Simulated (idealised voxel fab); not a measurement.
This is a process module. Its name is voxel trench capacitor.
It is cross-section cut that appears here, measuring 245 nm in width, its square cells being 5 nm in size.
If you're reading a cross-section in this doc, picture square cells in a grid; it comes to you as bands, top ones listed first down to the bottom, and a band can be one or more rows of cells.
Within each band entry, the heights of the top and of the bottom of the band appear first, in that order and in nm; the materials of the band then follow from left to right, each with its corresponding width in nm. The designation "full width" on a single material indicates that it fills the band from edge to edge; the designation "air" indicates empty space.
Where do heights start? At 0: under that level the wafer as delivered is made of one material only. And the lowest band has no floor; it just carries on downward, as in "0 and below".
A two-number width, for instance "30 to 40", indicates that the width is equal to the first number in the top row of the band and to the second number in the bottom row, and that it changes by a constant amount per row of cells.
"left unchanged" after a step means that no cell of the cross-section changed.
Reported under the label "Closed void register" are the empty spaces having no open way to the top and comprising 8 cells or more; the notation for each is width x height at distance, in which the distance is measured from the left edge and all three values are in nm.
Read whatever lies past the settings on a step's line as the simulator's own remark about the step.
On any step carrying a mask, the "overlay nm" setting, if present on the step's line, tells how far right of its planned place the mask lay; negative values point to the left.

THE STEPS PLANNED FOR THE PROCESS ARE AS FOLLOWS
step 1: RECEIVE,material Si
step 2: CONFORMAL_DEP,material SiN,thk nm 10
step 3: MASKED_ETCH,tone open,mask id TRENCH,width nm 15,pitch nm 30,etch materials SiN,depth nm 10,overlay nm 0
step 4: MASKED_ETCH,tone open,mask id TRENCH,width nm 15,pitch nm 30,etch materials Si,depth nm 30,overlay nm 0
step 5: CONFORMAL_DEP,material Al2O3,thk nm 5
step 6: FILL_DEP,material polySi,thk nm 5
step 7: CMP,height nm 10

SHOWN IN CROSS-SECTION IS THE WAFER AS RECEIVED, THAT IS, AS IT STANDS AFTER STEP 1
> 0 and below = Si full width
> Closed void register: none

FIRST WAFER OF TWO, SECTIONED AT END OF MODULE; RUN WENT PER PLAN
> 10 down to 0 = SiN=70 | Al2O3=5 | polySi=5 | Al2O3=5 | SiN=15 | Al2O3=5 | polySi=5 | Al2O3=5 | SiN=15 | Al2O3=5 | polySi=5 | Al2O3=5 | SiN=15 | Al2O3=5 | polySi=5 | Al2O3=5 | SiN=70
> 0 down to -25 = Si=70 | Al2O3=5 | polySi=5 | Al2O3=5 | Si=15 | Al2O3=5 | polySi=5 | Al2O3=5 | Si=15 | Al2O3=5 | polySi=5 | Al2O3=5 | Si=15 | Al2O3=5 | polySi=5 | Al2O3=5 | Si=70
> -25 down to -30 = Si=70 | Al2O3=15 | Si=15 | Al2O3=15 | Si=15 | Al2O3=15 | Si=15 | Al2O3=15 | Si=70
> -30 and below = Si full width
> Closed void register: none

CROSS-SECTIONAL IMAGE OF THE SECOND WAFER OF THE TWO FOLLOWING COMPLETION OF THE MODULE. STARTING STATE AND PROCESS PLAN WERE THE SAME AS FOR THE FIRST WAFER; ONE EXECUTION ERROR OCCURRED
> 10 down to 5 = polySi=65 | Al2O3=5 | SiN=15 | Al2O3=5 | polySi=5 | Al2O3=5 | SiN=15 | Al2O3=5 | polySi=5 | Al2O3=5 | SiN=15 | Al2O3=5 | polySi=5 | Al2O3=5 | SiN=15 | Al2O3=5 | polySi=65
> 5 down to 0 = Al2O3=70 | SiN=15 | Al2O3=15 | SiN=15 | Al2O3=15 | SiN=15 | Al2O3=15 | SiN=15 | Al2O3=70
> 0 and below = Si full width
> Closed void register: none
Nonconformance to the process plan: it should be noted that step 3 was executed with settings other than those planned, the operation and settings actually applied being MASKED_ETCH,tone cover,mask id TRENCH,width nm 15,pitch nm 30,etch materials SiN,depth nm 10,overlay nm 0
Per the end-of-run cell counts, the second wafer holds more or fewer of some materials than the first: Al2O3: 23 fewer, Si: 72 more, SiN: 50 fewer, polySi: 1 more
